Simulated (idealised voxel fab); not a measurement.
Presented below is a process module, voxel lift off.
Section cut is 290 nm wide and gridded with 5 nm square cells.
Notation: cross-section as square-cell grid; stated in bands, top first, going down; one or more cell rows per band.
Look at the band entry: it leads with the top's height and the bottom's height in nm. Then it lists the materials left to right, with a width in nm for each. The word "full width" on a single material says that material fills the band edge to edge. The word "air" is empty space.
Counting heights begins at 0, where everything beneath is, in the wafer as received, one material. The lowest band has no bottom; it goes on downwards, as "0 and below" shows.
A two-number width, for instance "30->40", indicates that the width is equal to the first number in the top row of the band and to the second number in the bottom row, and that it changes by a constant amount per row of cells.
Given "no change occurred" for a step, no cell of the cross-section differs between before and after that step.
"Catalogued sealed voids" means: voids of 8 cells or more that are shut off from the top with no open way through. Written width x height at distance, distance from the left edge, in nm.
Whatever follows a step's settings on its line is a remark the simulator itself makes about that step.
The line of a step may include "overlay nm". On a step with a mask, this value is how far to the right of its planned place the mask lay. A negative value means the mask lay to the left.
LIST OF PLANNED PROCESS STEPS
1 RECEIVE: material Si
2 CONFORMAL_DEP: material SiO2, thk nm 10
3 PATTERN: tone open, mask id LINES, material resist, width nm 20, pitch nm 35, thk nm 20, overlay nm 0
4 DIRECTIONAL_DEP: material Ru, thk nm 10
5 STRIP: etch materials resist
6 CONFORMAL_DEP: material SiCN, thk nm 5
THE FIRST OF A SET OF TWO WAFERS, RUN TO PLAN
HERE'S WHAT THE WAFER LOOKED LIKE IN CROSS-SECTION WHEN IT ARRIVED - THAT'S AFTER STEP 1
- 0 and below = Si full width
- Catalogued sealed voids: none
UPON COMPLETION OF STEP 2, THE WAFER APPEARS IN CROSS-SECTION AS SHOWN
- 10 down to 0 = SiO2 full width
- All layers under 0 are left as they were.
UPON COMPLETION OF STEP 3, THE WAFER APPEARS IN CROSS-SECTION AS SHOWN
- 30 down to 10 = 80 resist / 20 air / 15 resist / 20 air / 15 resist / 20 air / 15 resist / 20 air / 85 resist
- All layers under 10 are left as they were.
UPON COMPLETION OF STEP 4, THE WAFER APPEARS IN CROSS-SECTION AS SHOWN
- 40 down to 30 = 80 Ru / 20 air / 15 Ru / 20 air / 15 Ru / 20 air / 15 Ru / 20 air / 85 Ru
- 30 down to 20 = 80 resist / 20 air / 15 resist / 20 air / 15 resist / 20 air / 15 resist / 20 air / 85 resist
- 20 down to 10 = 80 resist / 20 Ru / 15 resist / 20 Ru / 15 resist / 20 Ru / 15 resist / 20 Ru / 85 resist
- All layers under 10 are left as they were.
UPON COMPLETION OF STEP 5, THE WAFER APPEARS IN CROSS-SECTION AS SHOWN
- 20 down to 10 = 80 air / 20 Ru / 15 air / 20 Ru / 15 air / 20 Ru / 15 air / 20 Ru / 85 air
- All layers under 10 are left as they were.
UPON COMPLETION OF STEP 6, THE WAFER APPEARS IN CROSS-SECTION AS SHOWN
- 25 down to 20 = 75 air / 30 SiCN / 5 air / 30 SiCN / 5 air / 30 SiCN / 5 air / 30 SiCN / 80 air
- 20 down to 15 = 75 air / 5 SiCN / 20 Ru / 5 SiCN / 5 air / 5 SiCN / 20 Ru / 5 SiCN / 5 air / 5 SiCN / 20 Ru / 5 SiCN / 5 air / 5 SiCN / 20 Ru / 5 SiCN / 80 air
- 15 down to 10 = 80 SiCN / 20 Ru / 15 SiCN / 20 Ru / 15 SiCN / 20 Ru / 15 SiCN / 20 Ru / 85 SiCN
- All layers under 10 are left as they were.
SECOND WAFER (IDENTICAL START AND PLAN, ONE PROCESSING ERROR; MATCHES FIRST WAFER THROUGH STEP 2)
AT THE PLANNED END OF STEP 3, THE SECOND WAFER IN CROSS-SECTION
- 30 down to 10 = 70 resist / 20 air / 15 resist / 20 air / 15 resist / 20 air / 15 resist / 20 air / 95 resist
- All layers under 10 are left as they were.
AT THE PLANNED END OF STEP 4, THE SECOND WAFER IN CROSS-SECTION
- 40 down to 30 = 70 Ru / 20 air / 15 Ru / 20 air / 15 Ru / 20 air / 15 Ru / 20 air / 95 Ru
- 30 down to 20 = 70 resist / 20 air / 15 resist / 20 air / 15 resist / 20 air / 15 resist / 20 air / 95 resist
- 20 down to 10 = 70 resist / 20 Ru / 15 resist / 20 Ru / 15 resist / 20 Ru / 15 resist / 20 Ru / 95 resist
- All layers under 10 are left as they were.
AT THE PLANNED END OF STEP 5, THE SECOND WAFER IN CROSS-SECTION
- 20 down to 10 = 70 air / 20 Ru / 15 air / 20 Ru / 15 air / 20 Ru / 15 air / 20 Ru / 95 air
- All layers under 10 are left as they were.
AT THE PLANNED END OF STEP 6, THE SECOND WAFER IN CROSS-SECTION
- 25 down to 20 = 65 air / 30 SiCN / 5 air / 30 SiCN / 5 air / 30 SiCN / 5 air / 30 SiCN / 90 air
- 20 down to 15 = 65 air / 5 SiCN / 20 Ru / 5 SiCN / 5 air / 5 SiCN / 20 Ru / 5 SiCN / 5 air / 5 SiCN / 20 Ru / 5 SiCN / 5 air / 5 SiCN / 20 Ru / 5 SiCN / 90 air
- 15 down to 10 = 70 SiCN / 20 Ru / 15 SiCN / 20 Ru / 15 SiCN / 20 Ru / 15 SiCN / 20 Ru / 95 SiCN
- All layers under 10 are left as they were.
So what did we get wrong on this run? so step 3 ended up running with a different setting than we planned, it ran as PATTERN: tone open, mask id LINES, material resist, width nm 20, pitch nm 35, thk nm 20, overlay nm -10
Comparing end states, the material composition by cell count is preserved from the first wafer to the second, while the locations of the cells are not.
